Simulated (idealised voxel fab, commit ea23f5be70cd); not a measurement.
process module | voxel self aligned contacts
cross-section cut | 260 nm wide | cells 5 nm
A cross-section is a grid of square cells, given in bands from the top down. A band is one or more rows of cells.
Each band's line starts with the height of the band's top and of its bottom, in nm. Then come its materials from left to right, each with its width in nm. One material with "throughout" fills the band from edge to edge. "air" is empty space.
Height 0 is the level under which the wafer as received is all one material. The lowest band goes on downwards, as in "0 down".
A width such as "30 to 40" changes by the same amount from each row of cells to the next, from the band's top row to its bottom row.
"no change" after a step means that no cell of the cross-section changed.
closed voids: empty space of 8 cells or more with no open way to the top, each as width x height at its distance from the left edge, in nm
after a step's settings: what the simulator itself notes on the step
overlay nm, on a step with a mask: how far to the right of its planned place the mask lay; to the left if negative
plan
1 op RECEIVE | material Si
2 op OXIDIZE | depth nm 5
3 op DIRECTIONAL_DEP | material polySi | thk nm 30
4 op DIRECTIONAL_DEP | material SiN | thk nm 15
5 op MASKED_ETCH | tone cover | mask id GATE | width nm 35 | pitch nm 70 | etch materials SiN | depth nm 15 | overlay nm 0
6 op MASKED_ETCH | tone cover | mask id GATE | width nm 35 | pitch nm 70 | etch materials polySi | depth nm 30 | overlay nm 0
7 op CONFORMAL_DEP | material SiN | thk nm 5
8 op DIRECTIONAL_ETCH | etch materials SiN | depth nm 5
9 op FILL_DEP | material SiO2 | thk nm 15
10 op CMP | height nm 50
11 op PATTERN | tone open | mask id CONTACT | material resist | width nm 45 | pitch nm 70 | thk nm 15 | overlay nm 0
12 op DIRECTIONAL_ETCH | etch materials SiO2 | depth nm 55
13 op STRIP | etch materials resist
14 op CONFORMAL_DEP | material TiN | thk nm 5
15 op FILL_DEP | material Ru | thk nm 10
16 op CMP | height nm 50
17 op CONFORMAL_DEP | material SiCN | thk nm 5
as received, after step 1
  0 down: Si throughout
  closed voids: none
a wafer at the end: this start, this plan, one mistake
  55 to 50: SiCN throughout
  50 to 45: SiO2 70 | TiN 15 | Ru 15 | TiN 15 | SiO2 25 | TiN 15 | Ru 15 | TiN 15 | SiO2 75
  45 to 30: SiO2 35 | SiN 45 | TiN 5 | Ru 15 | TiN 5 | SiN 45 | TiN 5 | Ru 15 | TiN 5 | SiN 45 | SiO2 40
  30 to 25: SiO2 80 | TiN 25 | SiO2 45 | TiN 25 | SiO2 85
  25 to 0: polySi throughout
  0 down: Si throughout
  closed voids: none
what went wrong: steps 2 and 3 were swapped
